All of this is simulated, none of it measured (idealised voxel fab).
voxel transistor to metal: a process module
150 nm wide, 5 nm square cells: that's cross-section cut.
Cross-section layout: square cells on a grid; listed as bands, top to bottom; a band spans one or more cell rows. This entry defines a band. It first specifies the height of the band's top and the height of its bottom in nm, and then specifies the band's materials from left to right, stating each material with its width in nm. The word "all across" identifies a single material that fills the band from edge to edge, while the word "blank" identifies empty space. Beneath 0, the wafer as received is one material, and that level is where height counting begins. The lowest band goes on downward without a bottom; it is written like "0 -> down". With a width like "30..40", each row of cells in the band differs from the next by the same amount, the top row carrying the first number and the bottom row the second. Where a step carries "identical to before", the cross-section came out of it unchanged, cell for cell. Reported under the label "Closed internal voids" are the empty spaces having no open way to the top and comprising 8 cells or more; the notation for each is width x height at distance, in which the distance is measured from the left edge and all three values are in nm. Read whatever lies past the settings on a step's line as the simulator's own remark about the step. The "overlay nm" setting may appear on a step's line; for a step that uses a mask, it gives how far to the right of its planned position the mask lay, and a negative value indicates the left. If you're wondering how to read the rest of this, here's the deal. It's pairs of cross-sections: one from before a process step, one from after it. The after one is only drawn as far down as the lowest band that changed. Right under each pair you'll see which step sits between them and what its settings were. Don't read the pairs as one continuous story, though. They can come from different runs of this module on the same starting wafer, and a pair only carries on from the one above it where its entry headed "Snapshot before" says so.

# Snapshot before
* 0 -> down  Si all across
* Closed internal voids: none

# Post-Step Snapshot
* 0 -> -5  SiO2 all across
* Lower than -5, everything is as it was.
* Closed internal voids: none
The two cross-sections above bracket this step: OXIDIZE [depth nm 5]

Snapshot before: refer to the pair immediately above; the cross-section shown after its step is the state before this one.

# Post-Step Snapshot
* 15 -> 0  SiN all across
* Lower than 0, everything is as it was.
* Closed internal voids: none
The two cross-sections above bracket this step: CONFORMAL_DEP [material SiN] [thk nm 15]

Snapshot before: refer to the pair immediately above; the cross-section shown after its step is the state before this one.

# Post-Step Snapshot
* 15 -> 0  blank 20 / SiN 105 / blank 25
* Lower than 0, everything is as it was.
* Closed internal voids: none
The two cross-sections above bracket this step: MASKED_ETCH [tone cover] [mask id ACTIVE] [width nm 105] [etch materials SiN] [depth nm 15] [overlay nm 0]

Snapshot before: refer to the pair immediately above; the cross-section shown after its step is the state before this one.

# Post-Step Snapshot
* 15 -> 0  blank 20 / SiN 105 / blank 25
* 0 -> -5  blank 20 / SiO2 105 / blank 25
* Lower than -5, everything is as it was.
* Closed internal voids: none
The two cross-sections above bracket this step: MASKED_ETCH [tone cover] [mask id ACTIVE] [width nm 105] [etch materials SiO2] [depth nm 5] [overlay nm 0]

Snapshot before: refer to the pair immediately above; the cross-section shown after its step is the state before this one.

# Post-Step Snapshot
* 15 -> 0  blank 20 / SiN 105 / blank 25
* 0 -> -5  blank 20 / SiO2 105 / blank 25
* -5 -> -40  blank 20 / Si 105 / blank 25
* Lower than -40, everything is as it was.
* Closed internal voids: none
The two cross-sections above bracket this step: MASKED_ETCH [tone cover] [mask id ACTIVE] [width nm 105] [etch materials Si] [depth nm 35] [overlay nm 0]

Snapshot before: refer to the pair immediately above; the cross-section shown after its step is the state before this one.

# Post-Step Snapshot
* 30 -> 15  SiO2 all across
* 15 -> 0  SiO2 20 / SiN 105 / SiO2 25
* 0 -> -5  SiO2 all across
* -5 -> -40  SiO2 20 / Si 105 / SiO2 25
* Lower than -40, everything is as it was.
* Closed internal voids: none
The two cross-sections above bracket this step: FILL_DEP [material SiO2] [thk nm 15]

Snapshot before: refer to the pair immediately above; the cross-section shown after its step is the state before this one.

# Post-Step Snapshot
* 15 -> 0  SiO2 20 / SiN 105 / SiO2 25
* Lower than 0, everything is as it was.
* Closed internal voids: none
The two cross-sections above bracket this step: CMP [height nm 15]

Snapshot before: refer to the pair immediately above; the cross-section shown after its step is the state before this one.

# Post-Step Snapshot
* 15 -> 0  blank 20 / SiN 105 / blank 25
* Lower than 0, everything is as it was.
* Closed internal voids: none
The two cross-sections above bracket this step: SELECTIVE_ETCH [etch materials SiO2] [depth nm 15]

Snapshot before: refer to the pair immediately above; the cross-section shown after its step is the state before this one.

# Post-Step Snapshot
* 0 -> -5  SiO2 all across
* Lower than -5, everything is as it was.
* Closed internal voids: none
The two cross-sections above bracket this step: STRIP [etch materials SiN]

Snapshot before: refer to the pair immediately above; the cross-section shown after its step is the state before this one.

# Post-Step Snapshot
* -5 -> -40  SiO2 20 / Si 105 / SiO2 25
* Lower than -40, everything is as it was.
* Closed internal voids: none
The two cross-sections above bracket this step: SELECTIVE_ETCH [etch materials SiO2] [depth nm 5]

Snapshot before: refer to the pair immediately above; the cross-section shown after its step is the state before this one.

# Post-Step Snapshot
* -5 -> -10  SiO2 all across
* Lower than -10, everything is as it was.
* Closed internal voids: none
The two cross-sections above bracket this step: OXIDIZE [depth nm 5]

Snapshot before: refer to the pair immediately above; the cross-section shown after its step is the state before this one.

# Post-Step Snapshot
* 20 -> -5  polySi all across
* Lower than -5, everything is as it was.
* Closed internal voids: none
The two cross-sections above bracket this step: DIRECTIONAL_DEP [material polySi] [thk nm 25]

Snapshot before: refer to the pair immediately above; the cross-section shown after its step is the state before this one.

# Post-Step Snapshot
* 35 -> 20  SiCN all across
* Lower than 20, everything is as it was.
* Closed internal voids: none
The two cross-sections above bracket this step: DIRECTIONAL_DEP [material SiCN] [thk nm 15]

Snapshot before: refer to the pair immediately above; the cross-section shown after its step is the state before this one.

# Post-Step Snapshot
* 45 -> 35  aC all across
* Lower than 35, everything is as it was.
* Closed internal voids: none
The two cross-sections above bracket this step: DIRECTIONAL_DEP [material aC] [thk nm 10]

Snapshot before: refer to the pair immediately above; the cross-section shown after its step is the state before this one.

# Post-Step Snapshot
* 75 -> 45  blank 60 / resist 25 / blank 65
* Lower than 45, everything is as it was.
* Closed internal voids: none
The two cross-sections above bracket this step: PATTERN [tone cover] [mask id GATE] [material resist] [width nm 25] [thk nm 30] [overlay nm 0]

Snapshot before: refer to the pair immediately above; the cross-section shown after its step is the state before this one.

# Post-Step Snapshot
* 65 -> 45  blank 60 / resist 25 / blank 65
* 45 -> 35  blank 60 / aC 25 / blank 65
* Lower than 35, everything is as it was.
* Closed internal voids: none
The two cross-sections above bracket this step: DIRECTIONAL_ETCH [etch materials aC] [depth nm 10]

Snapshot before: refer to the pair immediately above; the cross-section shown after its step is the state before this one.

# Post-Step Snapshot
* 45 -> 35  blank 60 / aC 25 / blank 65
* Lower than 35, everything is as it was.
* Closed internal voids: none
The two cross-sections above bracket this step: STRIP [etch materials resist]

Snapshot before: refer to the pair immediately above; the cross-section shown after its step is the state before this one.

# Post-Step Snapshot
* 45 -> 35  blank 60 / aC 25 / blank 65
* 35 -> 20  blank 60 / SiCN 25 / blank 65
* Lower than 20, everything is as it was.
* Closed internal voids: none
The two cross-sections above bracket this step: DIRECTIONAL_ETCH [etch materials SiCN] [depth nm 25]

Snapshot before: refer to the pair immediately above; the cross-section shown after its step is the state before this one.

# Post-Step Snapshot
* 45 -> 35  blank 60 / aC 25 / blank 65
* 35 -> 20  blank 60 / SiCN 25 / blank 65
* 20 -> -5  blank 60 / polySi 25 / blank 65
* Lower than -5, everything is as it was.
* Closed internal voids: none
The two cross-sections above bracket this step: DIRECTIONAL_ETCH [etch materials polySi] [depth nm 35]

Snapshot before: refer to the pair immediately above; the cross-section shown after its step is the state before this one.

# Post-Step Snapshot
* 35 -> 20  blank 60 / SiCN 25 / blank 65
* Lower than 20, everything is as it was.
* Closed internal voids: none
The two cross-sections above bracket this step: STRIP [etch materials aC]

Snapshot before: refer to the pair immediately above; the cross-section shown after its step is the state before this one.

# Post-Step Snapshot
* 40 -> 35  blank 55 / SiN 35 / blank 60
* 35 -> 20  blank 55 / SiN 5 / SiCN 25 / SiN 5 / blank 60
* 20 -> 0  blank 55 / SiN 5 / polySi 25 / SiN 5 / blank 60
* 0 -> -5  SiN 60 / polySi 25 / SiN 65
* Lower than -5, everything is as it was.
* Closed internal voids: none
The two cross-sections above bracket this step: CONFORMAL_DEP [material SiN] [thk nm 5]

Snapshot before: refer to the pair immediately above; the cross-section shown after its step is the state before this one.

# Post-Step Snapshot
* 35 -> 20  blank 55 / SiN 5 / SiCN 25 / SiN 5 / blank 60
* 20 -> -5  blank 55 / SiN 5 / polySi 25 / SiN 5 / blank 60
* Lower than -5, everything is as it was.
* Closed internal voids: none
The two cross-sections above bracket this step: DIRECTIONAL_ETCH [etch materials SiN] [depth nm 5]

Snapshot before: refer to the pair immediately above; the cross-section shown after its step is the state before this one.

# Post-Step Snapshot
* 35 -> 20  blank 55 / SiN 5 / SiCN 25 / SiN 5 / blank 60
* 20 -> -5  blank 55 / SiN 5 / polySi 25 / SiN 5 / blank 60
* -5 -> -10  blank 55 / SiO2 35 / blank 60
* Lower than -10, everything is as it was.
* Closed internal voids: none
The two cross-sections above bracket this step: DIRECTIONAL_ETCH [etch materials SiO2] [depth nm 5]

Snapshot before: refer to the pair immediately above; the cross-section shown after its step is the state before this one.

# Post-Step Snapshot
* 35 -> 20  blank 55 / SiN 5 / SiCN 25 / SiN 5 / blank 60
* 20 -> -5  blank 55 / SiN 5 / polySi 25 / SiN 5 / blank 60
* -5 -> -10  blank 55 / SiO2 35 / blank 60
* -10 -> -15  SiO2 20 / blank 35 / Si 35 / blank 35 / SiO2 25
* Lower than -15, everything is as it was.
* Closed internal voids: none
The two cross-sections above bracket this step: DIRECTIONAL_ETCH [etch materials Si] [depth nm 5]

Snapshot before: refer to the pair immediately above; the cross-section shown after its step is the state before this one.

# Post-Step Snapshot
* 35 -> 20  blank 55 / SiN 5 / SiCN 25 / SiN 5 / blank 60
* 20 -> -5  blank 55 / SiN 5 / polySi 25 / SiN 5 / blank 60
* -5 -> -10  blank 50 / SiGe 5 / SiO2 35 / SiGe 5 / blank 55
* -10 -> -15  SiO2 20 / SiGe 35 / Si 35 / SiGe 35 / SiO2 25
* Lower than -15, everything is as it was.
* Closed internal voids: none
The two cross-sections above bracket this step: EPI [material SiGe] [thk nm 5]

Snapshot before: refer to the pair immediately above; the cross-section shown after its step is the state before this one.

# Post-Step Snapshot
* 45 -> 35  SiO2 all across
* 35 -> 20  SiO2 55 / SiN 5 / SiCN 25 / SiN 5 / SiO2 60
* 20 -> -5  SiO2 55 / SiN 5 / polySi 25 / SiN 5 / SiO2 60
* -5 -> -10  SiO2 50 / SiGe 5 / SiO2 35 / SiGe 5 / SiO2 55
* Lower than -10, everything is as it was.
* Closed internal voids: none
The two cross-sections above bracket this step: FILL_DEP [material SiO2] [thk nm 10]

Snapshot before: refer to the pair immediately above; the cross-section shown after its step is the state before this one.

# Post-Step Snapshot
* 20 -> -5  SiO2 55 / SiN 5 / polySi 25 / SiN 5 / SiO2 60
* Lower than -5, everything is as it was.
* Closed internal voids: none
The two cross-sections above bracket this step: CMP [height nm 20]

Snapshot before: refer to the pair immediately above; the cross-section shown after its step is the state before this one.

# Post-Step Snapshot
* 20 -> -5  SiO2 55 / SiN 5 / blank 25 / SiN 5 / SiO2 60
* Lower than -5, everything is as it was.
* Closed internal voids: none
The two cross-sections above bracket this step: STRIP [etch materials polySi]

Snapshot before: refer to the pair immediately above; the cross-section shown after its step is the state before this one.

# Post-Step Snapshot
* 20 -> 15  blank 55 / SiN 5 / blank 25 / SiN 5 / blank 60
* 15 -> -5  SiO2 55 / SiN 5 / blank 25 / SiN 5 / SiO2 60
* -5 -> -10  SiO2 50 / SiGe 5 / blank 35 / SiGe 5 / SiO2 55
* Lower than -10, everything is as it was.
* Closed internal voids: none
The two cross-sections above bracket this step: SELECTIVE_ETCH [etch materials SiO2] [depth nm 5]

Snapshot before: refer to the pair immediately above; the cross-section shown after its step is the state before this one.

# Post-Step Snapshot
* 25 -> 20  blank 50 / HfO2 15 / blank 15 / HfO2 15 / blank 55
* 20 -> 15  HfO2 55 / SiN 5 / HfO2 5 / blank 15 / HfO2 5 / SiN 5 / HfO2 60
* 15 -> -5  SiO2 55 / SiN 5 / HfO2 5 / blank 15 / HfO2 5 / SiN 5 / SiO2 60
* -5 -> -10  SiO2 50 / SiGe 5 / HfO2 35 / SiGe 5 / SiO2 55
* Lower than -10, everything is as it was.
* Closed internal voids: none
The two cross-sections above bracket this step: CONFORMAL_DEP [material HfO2] [thk nm 5]

Snapshot before: refer to the pair immediately above; the cross-section shown after its step is the state before this one.

# Post-Step Snapshot
* 30 -> 25  blank 45 / TiN 25 / blank 5 / TiN 25 / blank 50
* 25 -> 20  TiN 50 / HfO2 15 / TiN 5 / blank 5 / TiN 5 / HfO2 15 / TiN 55
* 20 -> 15  HfO2 55 / SiN 5 / HfO2 5 / TiN 5 / blank 5 / TiN 5 / HfO2 5 / SiN 5 / HfO2 60
* 15 -> 0  SiO2 55 / SiN 5 / HfO2 5 / TiN 5 / blank 5 / TiN 5 / HfO2 5 / SiN 5 / SiO2 60
* 0 -> -5  SiO2 55 / SiN 5 / HfO2 5 / TiN 15 / HfO2 5 / SiN 5 / SiO2 60
* Lower than -5, everything is as it was.
* Closed internal voids: none
The two cross-sections above bracket this step: CONFORMAL_DEP [material TiN] [thk nm 5]

Snapshot before: refer to the pair immediately above; the cross-section shown after its step is the state before this one.

# Post-Step Snapshot
* 35 -> 30  W all across
* 30 -> 25  W 45 / TiN 25 / W 5 / TiN 25 / W 50
* 25 -> 20  TiN 50 / HfO2 15 / TiN 5 / W 5 / TiN 5 / HfO2 15 / TiN 55
* 20 -> 15  HfO2 55 / SiN 5 / HfO2 5 / TiN 5 / W 5 / TiN 5 / HfO2 5 / SiN 5 / HfO2 60
* 15 -> 0  SiO2 55 / SiN 5 / HfO2 5 / TiN 5 / W 5 / TiN 5 / HfO2 5 / SiN 5 / SiO2 60
* Lower than 0, everything is as it was.
* Closed internal voids: none
The two cross-sections above bracket this step: FILL_DEP [material W] [thk nm 5]

Snapshot before: refer to the pair immediately above; the cross-section shown after its step is the state before this one.

# Post-Step Snapshot
* 15 -> 0  SiO2 55 / SiN 5 / HfO2 5 / TiN 5 / W 5 / TiN 5 / HfO2 5 / SiN 5 / SiO2 60
* Lower than 0, everything is as it was.
* Closed internal voids: none
The two cross-sections above bracket this step: CMP [height nm 15]

Snapshot before: refer to the pair immediately above; the cross-section shown after its step is the state before this one.

# Post-Step Snapshot
* 25 -> 15  SiO2 all across
* Lower than 15, everything is as it was.
* Closed internal voids: none
The two cross-sections above bracket this step: DIRECTIONAL_DEP [material SiO2] [thk nm 10]

Snapshot before: refer to the pair immediately above; the cross-section shown after its step is the state before this one.

# Post-Step Snapshot
* 25 -> 15  SiO2 25 / blank 15 / SiO2 65 / blank 15 / SiO2 30
* 15 -> 0  SiO2 25 / blank 15 / SiO2 15 / SiN 5 / HfO2 5 / TiN 5 / W 5 / TiN 5 / HfO2 5 / SiN 5 / SiO2 15 / blank 15 / SiO2 30
* 0 -> -5  SiO2 25 / blank 15 / SiO2 15 / SiN 5 / HfO2 5 / TiN 15 / HfO2 5 / SiN 5 / SiO2 15 / blank 15 / SiO2 30
* -5 -> -10  SiO2 25 / blank 15 / SiO2 10 / SiGe 5 / HfO2 35 / SiGe 5 / SiO2 10 / blank 15 / SiO2 30
* Lower than -10, everything is as it was.
* Closed internal voids: none
The two cross-sections above bracket this step: MASKED_ETCH [tone open] [mask id CONTACT] [width nm 15] [pitch nm 80] [etch materials SiO2] [depth nm 35] [overlay nm 0]

Snapshot before: refer to the pair immediately above; the cross-section shown after its step is the state before this one.

# Post-Step Snapshot
* 30 -> 25  TiN 30 / blank 5 / TiN 75 / blank 5 / TiN 35
* 25 -> 15  SiO2 25 / TiN 5 / blank 5 / TiN 5 / SiO2 65 / TiN 5 / blank 5 / TiN 5 / SiO2 30
* 15 -> 0  SiO2 25 / TiN 5 / blank 5 / TiN 5 / SiO2 15 / SiN 5 / HfO2 5 / TiN 5 / W 5 / TiN 5 / HfO2 5 / SiN 5 / SiO2 15 / TiN 5 / blank 5 / TiN 5 / SiO2 30
* 0 -> -5  SiO2 25 / TiN 5 / blank 5 / TiN 5 / SiO2 15 / SiN 5 / HfO2 5 / TiN 15 / HfO2 5 / SiN 5 / SiO2 15 / TiN 5 / blank 5 / TiN 5 / SiO2 30
* -5 -> -10  SiO2 25 / TiN 15 / SiO2 10 / SiGe 5 / HfO2 35 / SiGe 5 / SiO2 10 / TiN 15 / SiO2 30
* Lower than -10, everything is as it was.
* Closed internal voids: none
The two cross-sections above bracket this step: CONFORMAL_DEP [material TiN] [thk nm 5]

Snapshot before: refer to the pair immediately above; the cross-section shown after its step is the state before this one.

# Post-Step Snapshot
* 40 -> 30  W all across
* 30 -> 25  TiN 30 / W 5 / TiN 75 / W 5 / TiN 35
* 25 -> 15  SiO2 25 / TiN 5 / W 5 / TiN 5 / SiO2 65 / TiN 5 / W 5 / TiN 5 / SiO2 30
* 15 -> 0  SiO2 25 / TiN 5 / W 5 / TiN 5 / SiO2 15 / SiN 5 / HfO2 5 / TiN 5 / W 5 / TiN 5 / HfO2 5 / SiN 5 / SiO2 15 / TiN 5 / W 5 / TiN 5 / SiO2 30
* 0 -> -5  SiO2 25 / TiN 5 / W 5 / TiN 5 / SiO2 15 / SiN 5 / HfO2 5 / TiN 15 / HfO2 5 / SiN 5 / SiO2 15 / TiN 5 / W 5 / TiN 5 / SiO2 30
* Lower than -5, everything is as it was.
* Closed internal voids: none
The two cross-sections above bracket this step: FILL_DEP [material W] [thk nm 10]

Snapshot before: refer to the pair immediately above; the cross-section shown after its step is the state before this one.

# Post-Step Snapshot
* 25 -> 15  SiO2 25 / TiN 5 / W 5 / TiN 5 / SiO2 65 / TiN 5 / W 5 / TiN 5 / SiO2 30
* Lower than 15, everything is as it was.
* Closed internal voids: none
The two cross-sections above bracket this step: CMP [height nm 25]

Snapshot before: refer to the pair immediately above; the cross-section shown after its step is the state before this one.

# Post-Step Snapshot
* 30 -> 25  TiN all across
* Lower than 25, everything is as it was.
* Closed internal voids: none
The two cross-sections above bracket this step: DIRECTIONAL_DEP [material TiN] [thk nm 5]

Snapshot before: refer to the pair immediately above; the cross-section shown after its step is the state before this one.

# Post-Step Snapshot
* 45 -> 30  W all across
* Lower than 30, everything is as it was.
* Closed internal voids: none
The two cross-sections above bracket this step: DIRECTIONAL_DEP [material W] [thk nm 15]

Snapshot before: refer to the pair immediately above; the cross-section shown after its step is the state before this one.

# Post-Step Snapshot
* 65 -> 45  blank 25 / resist 15 / blank 65 / resist 15 / blank 30
* Lower than 45, everything is as it was.
* Closed internal voids: none
The two cross-sections above bracket this step: PATTERN [tone cover] [mask id METAL_1] [material resist] [width nm 15] [pitch nm 80] [thk nm 20] [overlay nm 0]

Snapshot before: refer to the pair immediately above; the cross-section shown after its step is the state before this one.

# Post-Step Snapshot
* 65 -> 45  blank 25 / resist 15 / blank 65 / resist 15 / blank 30
* 45 -> 30  blank 25 / W 15 / blank 65 / W 15 / blank 30
* Lower than 30, everything is as it was.
* Closed internal voids: none
The two cross-sections above bracket this step: DIRECTIONAL_ETCH [etch materials W] [depth nm 15]

Snapshot before: refer to the pair immediately above; the cross-section shown after its step is the state before this one.

# Post-Step Snapshot
* 65 -> 45  blank 25 / resist 15 / blank 65 / resist 15 / blank 30
* 45 -> 30  blank 25 / W 15 / blank 65 / W 15 / blank 30
* 30 -> 25  blank 25 / TiN 15 / blank 65 / TiN 15 / blank 30
* Lower than 25, everything is as it was.
* Closed internal voids: none
The two cross-sections above bracket this step: DIRECTIONAL_ETCH [etch materials TiN] [depth nm 5]

Snapshot before: refer to the pair immediately above; the cross-section shown after its step is the state before this one.

# Post-Step Snapshot
* 45 -> 30  blank 25 / W 15 / blank 65 / W 15 / blank 30
* Lower than 30, everything is as it was.
* Closed internal voids: none
The two cross-sections above bracket this step: STRIP [etch materials resist]

Snapshot before: refer to the pair immediately above; the cross-section shown after its step is the state before this one.

# Post-Step Snapshot
* 50 -> 45  SiO2 all across
* 45 -> 30  SiO2 25 / W 15 / SiO2 65 / W 15 / SiO2 30
* 30 -> 25  SiO2 25 / TiN 15 / SiO2 65 / TiN 15 / SiO2 30
* Lower than 25, everything is as it was.
* Closed internal voids: none
The two cross-sections above bracket this step: FILL_DEP [material SiO2] [thk nm 5]

Snapshot before: refer to the pair immediately above; the cross-section shown after its step is the state before this one.

# Post-Step Snapshot
* 45 -> 30  SiO2 25 / W 15 / SiO2 65 / W 15 / SiO2 30
* Lower than 30, everything is as it was.
* Closed internal voids: none
The two cross-sections above bracket this step: CMP [height nm 45]

Snapshot before: refer to the pair immediately above; the cross-section shown after its step is the state before this one.

# Post-Step Snapshot
* 50 -> 45  SiN all across
* Lower than 45, everything is as it was.
* Closed internal voids: none
The two cross-sections above bracket this step: CONFORMAL_DEP [material SiN] [thk nm 5]

# Snapshot before
* 20 -> 15  blank 55 / SiN 5 / blank 25 / SiN 5 / blank 60
* 15 -> -5  SiO2 55 / SiN 5 / blank 25 / SiN 5 / SiO2 60
* -5 -> -10  SiO2 50 / SiGe 5 / blank 35 / SiGe 5 / SiO2 55
* -10 -> -15  SiO2 20 / SiGe 35 / Si 35 / SiGe 35 / SiO2 25
* -15 -> -40  SiO2 20 / Si 105 / SiO2 25
* -40 -> down  Si all across
* Closed internal voids: none

# Post-Step Snapshot
* 25 -> 20  blank 50 / TiN 15 / blank 15 / TiN 15 / blank 55
* 20 -> 15  TiN 55 / SiN 5 / TiN 5 / blank 15 / TiN 5 / SiN 5 / TiN 60
* 15 -> -5  SiO2 55 / SiN 5 / TiN 5 / blank 15 / TiN 5 / SiN 5 / SiO2 60
* -5 -> -10  SiO2 50 / SiGe 5 / TiN 35 / SiGe 5 / SiO2 55
* Lower than -10, everything is as it was.
* Closed internal voids: none
The two cross-sections above bracket this step: CONFORMAL_DEP [material TiN] [thk nm 5]

Snapshot before: refer to the pair immediately above; the cross-section shown after its step is the state before this one.

# Post-Step Snapshot
* 30 -> 25  W all across
* 25 -> 20  W 50 / TiN 15 / W 15 / TiN 15 / W 55
* 20 -> 15  TiN 55 / SiN 5 / TiN 5 / W 15 / TiN 5 / SiN 5 / TiN 60
* 15 -> -5  SiO2 55 / SiN 5 / TiN 5 / W 15 / TiN 5 / SiN 5 / SiO2 60
* Lower than -5, everything is as it was.
* Closed internal voids: none
The two cross-sections above bracket this step: FILL_DEP [material W] [thk nm 5]

Snapshot before: refer to the pair immediately above; the cross-section shown after its step is the state before this one.

# Post-Step Snapshot
* 15 -> -5  SiO2 55 / SiN 5 / TiN 5 / W 15 / TiN 5 / SiN 5 / SiO2 60
* Lower than -5, everything is as it was.
* Closed internal voids: none
The two cross-sections above bracket this step: CMP [height nm 15]

Snapshot before: refer to the pair immediately above; the cross-section shown after its step is the state before this one.

# Post-Step Snapshot
* 25 -> 15  SiO2 all across
* Lower than 15, everything is as it was.
* Closed internal voids: none
The two cross-sections above bracket this step: DIRECTIONAL_DEP [material SiO2] [thk nm 10]

Snapshot before: refer to the pair immediately above; the cross-section shown after its step is the state before this one.

# Post-Step Snapshot
* 25 -> 15  SiO2 25 / blank 15 / SiO2 65 / blank 15 / SiO2 30
* 15 -> -5  SiO2 25 / blank 15 / SiO2 15 / SiN 5 / TiN 5 / W 15 / TiN 5 / SiN 5 / SiO2 15 / blank 15 / SiO2 30
* -5 -> -10  SiO2 25 / blank 15 / SiO2 10 / SiGe 5 / TiN 35 / SiGe 5 / SiO2 10 / blank 15 / SiO2 30
* Lower than -10, everything is as it was.
* Closed internal voids: none
The two cross-sections above bracket this step: MASKED_ETCH [tone open] [mask id CONTACT] [width nm 15] [pitch nm 80] [etch materials SiO2] [depth nm 35] [overlay nm 0]

Snapshot before: refer to the pair immediately above; the cross-section shown after its step is the state before this one.

# Post-Step Snapshot
* 30 -> 25  TiN 30 / blank 5 / TiN 75 / blank 5 / TiN 35
* 25 -> 15  SiO2 25 / TiN 5 / blank 5 / TiN 5 / SiO2 65 / TiN 5 / blank 5 / TiN 5 / SiO2 30
* 15 -> -5  SiO2 25 / TiN 5 / blank 5 / TiN 5 / SiO2 15 / SiN 5 / TiN 5 / W 15 / TiN 5 / SiN 5 / SiO2 15 / TiN 5 / blank 5 / TiN 5 / SiO2 30
* -5 -> -10  SiO2 25 / TiN 15 / SiO2 10 / SiGe 5 / TiN 35 / SiGe 5 / SiO2 10 / TiN 15 / SiO2 30
* Lower than -10, everything is as it was.
* Closed internal voids: none
The two cross-sections above bracket this step: CONFORMAL_DEP [material TiN] [thk nm 5]

Snapshot before: refer to the pair immediately above; the cross-section shown after its step is the state before this one.

# Post-Step Snapshot
* 40 -> 30  W all across
* 30 -> 25  TiN 30 / W 5 / TiN 75 / W 5 / TiN 35
* 25 -> 15  SiO2 25 / TiN 5 / W 5 / TiN 5 / SiO2 65 / TiN 5 / W 5 / TiN 5 / SiO2 30
* 15 -> -5  SiO2 25 / TiN 5 / W 5 / TiN 5 / SiO2 15 / SiN 5 / TiN 5 / W 15 / TiN 5 / SiN 5 / SiO2 15 / TiN 5 / W 5 / TiN 5 / SiO2 30
* Lower than -5, everything is as it was.
* Closed internal voids: none
The two cross-sections above bracket this step: FILL_DEP [material W] [thk nm 10]

Snapshot before: refer to the pair immediately above; the cross-section shown after its step is the state before this one.

# Post-Step Snapshot
* 25 -> 15  SiO2 25 / TiN 5 / W 5 / TiN 5 / SiO2 65 / TiN 5 / W 5 / TiN 5 / SiO2 30
* Lower than 15, everything is as it was.
* Closed internal voids: none
The two cross-sections above bracket this step: CMP [height nm 25]

Snapshot before: refer to the pair immediately above; the cross-section shown after its step is the state before this one.

# Post-Step Snapshot
* 30 -> 25  TiN all across
* Lower than 25, everything is as it was.
* Closed internal voids: none
The two cross-sections above bracket this step: DIRECTIONAL_DEP [material TiN] [thk nm 5]

Snapshot before: refer to the pair immediately above; the cross-section shown after its step is the state before this one.

# Post-Step Snapshot
* 45 -> 30  W all across
* Lower than 30, everything is as it was.
* Closed internal voids: none
The two cross-sections above bracket this step: DIRECTIONAL_DEP [material W] [thk nm 15]

Snapshot before: refer to the pair immediately above; the cross-section shown after its step is the state before this one.

# Post-Step Snapshot
* 65 -> 45  blank 25 / resist 15 / blank 65 / resist 15 / blank 30
* Lower than 45, everything is as it was.
* Closed internal voids: none
The two cross-sections above bracket this step: PATTERN [tone cover] [mask id METAL_1] [material resist] [width nm 15] [pitch nm 80] [thk nm 20] [overlay nm 0]

Snapshot before: refer to the pair immediately above; the cross-section shown after its step is the state before this one.

# Post-Step Snapshot
* 65 -> 45  blank 25 / resist 15 / blank 65 / resist 15 / blank 30
* 45 -> 30  blank 25 / W 15 / blank 65 / W 15 / blank 30
* Lower than 30, everything is as it was.
* Closed internal voids: none
The two cross-sections above bracket this step: DIRECTIONAL_ETCH [etch materials W] [depth nm 15]

Snapshot before: refer to the pair immediately above; the cross-section shown after its step is the state before this one.

# Post-Step Snapshot
* 65 -> 45  blank 25 / resist 15 / blank 65 / resist 15 / blank 30
* 45 -> 30  blank 25 / W 15 / blank 65 / W 15 / blank 30
* 30 -> 25  blank 25 / TiN 15 / blank 65 / TiN 15 / blank 30
* Lower than 25, everything is as it was.
* Closed internal voids: none
The two cross-sections above bracket this step: DIRECTIONAL_ETCH [etch materials TiN] [depth nm 5]

Snapshot before: refer to the pair immediately above; the cross-section shown after its step is the state before this one.

# Post-Step Snapshot
* 45 -> 30  blank 25 / W 15 / blank 65 / W 15 / blank 30
* Lower than 30, everything is as it was.
* Closed internal voids: none
The two cross-sections above bracket this step: STRIP [etch materials resist]

Snapshot before: refer to the pair immediately above; the cross-section shown after its step is the state before this one.

# Post-Step Snapshot
* 50 -> 45  SiO2 all across
* 45 -> 30  SiO2 25 / W 15 / SiO2 65 / W 15 / SiO2 30
* 30 -> 25  SiO2 25 / TiN 15 / SiO2 65 / TiN 15 / SiO2 30
* Lower than 25, everything is as it was.
* Closed internal voids: none
The two cross-sections above bracket this step: FILL_DEP [material SiO2] [thk nm 5]

Snapshot before: refer to the pair immediately above; the cross-section shown after its step is the state before this one.

# Post-Step Snapshot
* 45 -> 30  SiO2 25 / W 15 / SiO2 65 / W 15 / SiO2 30
* Lower than 30, everything is as it was.
* Closed internal voids: none
The two cross-sections above bracket this step: CMP [height nm 45]

Snapshot before: refer to the pair immediately above; the cross-section shown after its step is the state before this one.

# Post-Step Snapshot
* 50 -> 45  SiN all across
* Lower than 45, everything is as it was.
* Closed internal voids: none
The two cross-sections above bracket this step: CONFORMAL_DEP [material SiN] [thk nm 5]

# Snapshot before
* 15 -> 0  blank 20 / SiN 105 / blank 25
* 0 -> -5  SiO2 all across
* -5 -> -40  SiO2 20 / Si 105 / SiO2 25
* -40 -> down  Si all across
* Closed internal voids: none

# Post-Step Snapshot
* 15 -> 0  blank 20 / SiN 105 / blank 25
* 0 -> -5  blank 35 / SiO2 75 / blank 40
* -5 -> -15  blank 20 / Si 105 / blank 25
* Lower than -15, everything is as it was.
* Closed internal voids: none
The two cross-sections above bracket this step: SELECTIVE_ETCH [etch materials SiO2] [depth nm 15]

Snapshot before: refer to the pair immediately above; the cross-section shown after its step is the state before this one.

# Post-Step Snapshot
* 0 -> -5  blank 35 / SiO2 75 / blank 40
* Lower than -5, everything is as it was.
* Closed internal voids: none
The two cross-sections above bracket this step: STRIP [etch materials SiN]

Snapshot before: refer to the pair immediately above; the cross-section shown after its step is the state before this one.

# Post-Step Snapshot
* -5 -> -20  blank 20 / Si 105 / blank 25
* Lower than -20, everything is as it was.
* Closed internal voids: none
The two cross-sections above bracket this step: SELECTIVE_ETCH [etch materials SiO2] [depth nm 5]

Snapshot before: refer to the pair immediately above; the cross-section shown after its step is the state before this one.

# Post-Step Snapshot
* -5 -> -10  blank 20 / SiO2 105 / blank 25
* -10 -> -20  blank 20 / SiO2 5 / Si 95 / SiO2 5 / blank 25
* -20 -> -25  SiO2 25 / Si 95 / SiO2 30
* Lower than -25, everything is as it was.
* Closed internal voids: none
The two cross-sections above bracket this step: OXIDIZE [depth nm 5]
